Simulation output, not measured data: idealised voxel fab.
process module | voxel released beams
cross-section cut | 260 nm wide | cells 5 nm
A cross-section is a grid of square cells, given in bands from the top down. A band is one or more rows of cells.
Each band's line starts with the height of the band's top and of its bottom, in nm. Then come its materials from left to right, each with its width in nm. One material with "throughout" fills the band from edge to edge. "air" is empty space.
Height 0 is the level under which the wafer as received is all one material. The lowest band goes on downwards, as in "0 down".
A width such as "30 to 40" changes by the same amount from each row of cells to the next, from the band's top row to its bottom row.
"no change" after a step means that no cell of the cross-section changed.
closed voids: empty space of 8 cells or more with no open way to the top, each as width x height at its distance from the left edge, in nm
after a step's settings: what the simulator itself notes on the step
overlay nm, on a step with a mask: how far to the right of its planned place the mask lay; to the left if negative
plan
1 op RECEIVE | material Si
2 op CONFORMAL_DEP | material SiN | thk nm 5
3 op DIRECTIONAL_DEP | material SiO2 | thk nm 20
4 op DIRECTIONAL_DEP | material aC | thk nm 15
5 op PATTERN | tone open | mask id ANCHOR | material resist | width nm 25 | thk nm 30 | overlay nm 0
6 op DIRECTIONAL_ETCH | etch materials aC | depth nm 15
7 op STRIP | etch materials resist
8 op DIRECTIONAL_ETCH | etch materials SiO2 | depth nm 20
9 op STRIP | etch materials aC
10 op CONFORMAL_DEP | material W | thk nm 10
11 op PATTERN | tone cover | mask id BEAM | material resist | width nm 80 | thk nm 15 | overlay nm 0
12 op DIRECTIONAL_ETCH | etch materials W | depth nm 10
13 op STRIP | etch materials resist
14 op STRIP | etch materials SiO2
as received, after step 1
  0 down: Si throughout
  closed voids: none
first wafer at the end, as planned
  35 to 25: air 85 | W 15 | air 5 | W 60 | air 95
  25 to 15: air 90 | W 10 | air 5 | W 10 | air 145
  15 to 5: air 90 | W 25 | air 145
  5 to 0: SiN throughout
  0 down: Si throughout
  closed voids: none
second wafer at the end: like start, like plan, one mistake
  35 to 25: air 85 | W 40 | air 135
  25 to 15: air 80 | W 10 | SiO2 25 | W 10 | air 135
  15 to 5: air 80 | W 10 | SiO2 25 | W 50 | air 95
  5 to 0: SiN throughout
  0 down: Si throughout
  closed voids: none
what went wrong: step 5 ran as: op PATTERN | tone cover | mask id ANCHOR | material resist | width nm 25 | thk nm 30 | overlay nm 0
at the end the second wafer has, in cells: 20 more of SiO2
